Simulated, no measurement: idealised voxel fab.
process module | voxel ribs on slabs
cross-section cut | 140 nm wide | cells 5 nm
A cross-section is a grid of square cells, given in bands from the top down. A band is one or more rows of cells.
Each band's line starts with the height of the band's top and of its bottom, in nm. Then come its materials from left to right, each with its width in nm. One material with "throughout" fills the band from edge to edge. "air" is empty space.
Height 0 is the level under which the wafer as received is all one material. The lowest band goes on downwards, as in "0 down".
A width such as "30 to 40" changes by the same amount from each row of cells to the next, from the band's top row to its bottom row.
"no change" after a step means that no cell of the cross-section changed.
closed voids: empty space of 8 cells or more with no open way to the top, each as width x height at its distance from the left edge, in nm
after a step's settings: what the simulator itself notes on the step
overlay nm, on a step with a mask: how far to the right of its planned place the mask lay; to the left if negative
plan
1 op RECEIVE | material Si
2 op DIRECTIONAL_DEP | material SiO2 | thk nm 20
3 op DIRECTIONAL_DEP | material polySi | thk nm 20
4 op DIRECTIONAL_DEP | material aC | thk nm 10
5 op PATTERN | tone cover | mask id RIB | material resist | width nm 20 | thk nm 30 | overlay nm 0
6 op DIRECTIONAL_ETCH | etch materials aC | depth nm 10
7 op STRIP | etch materials resist
8 op DIRECTIONAL_ETCH | etch materials polySi | depth nm 15
9 op STRIP | etch materials aC
10 op MASKED_ETCH | tone cover | mask id SLAB | width nm 50 | etch materials polySi | depth nm 5 | overlay nm 0
11 op FILL_DEP | material SiO2 | thk nm 20
12 op CMP | height nm 55
13 op DIRECTIONAL_DEP | material W | thk nm 10
14 op MASKED_ETCH | tone cover | mask id HEATER | width nm 30 | etch materials W | depth nm 10 | overlay nm 0
15 op CONFORMAL_DEP | material SiN | thk nm 5
first wafer, as planned
as received, after step 1
  0 down: Si throughout
  closed voids: none
after step 2
  20 to 0: SiO2 throughout
  below 0: unchanged
after step 3
  40 to 20: polySi throughout
  below 20: unchanged
after step 4
  50 to 40: aC throughout
  below 40: unchanged
after step 5
  80 to 50: air 60 | resist 20 | air 60
  below 50: unchanged
after step 6
  70 to 50: air 60 | resist 20 | air 60
  50 to 40: air 60 | aC 20 | air 60
  below 40: unchanged
after step 7
  50 to 40: air 60 | aC 20 | air 60
  below 40: unchanged
after step 8
  50 to 40: air 60 | aC 20 | air 60
  40 to 25: air 60 | polySi 20 | air 60
  below 25: unchanged
after step 9
  40 to 25: air 60 | polySi 20 | air 60
  below 25: unchanged
after step 10
  40 to 25: air 60 | polySi 20 | air 60
  25 to 20: air 45 | polySi 50 | air 45
  below 20: unchanged
after step 11
  60 to 40: SiO2 throughout
  40 to 25: SiO2 60 | polySi 20 | SiO2 60
  25 to 20: SiO2 45 | polySi 50 | SiO2 45
  below 20: unchanged
after step 12
  55 to 40: SiO2 throughout
  below 40: unchanged
after step 13
  65 to 55: W throughout
  below 55: unchanged
after step 14
  65 to 55: air 55 | W 30 | air 55
  below 55: unchanged
after step 15
  70 to 65: air 50 | SiN 40 | air 50
  65 to 60: air 50 | SiN 5 | W 30 | SiN 5 | air 50
  60 to 55: SiN 55 | W 30 | SiN 55
  below 55: unchanged
second wafer: like start, like plan, one mistake. Through step 13 it matches the first wafer
when step 14 should have ended
  65 to 55: W 55 | air 30 | W 55
  below 55: unchanged
when step 15 should have ended
  70 to 65: SiN 60 | air 20 | SiN 60
  65 to 60: W 55 | SiN 5 | air 20 | SiN 5 | W 55
  60 to 55: W 55 | SiN 30 | W 55
  below 55: unchanged
what went wrong: step 14 ran as: op MASKED_ETCH | tone open | mask id HEATER | width nm 30 | etch materials W | depth nm 10 | overlay nm 0
at the end the second wafer has, in cells: 32 more of W
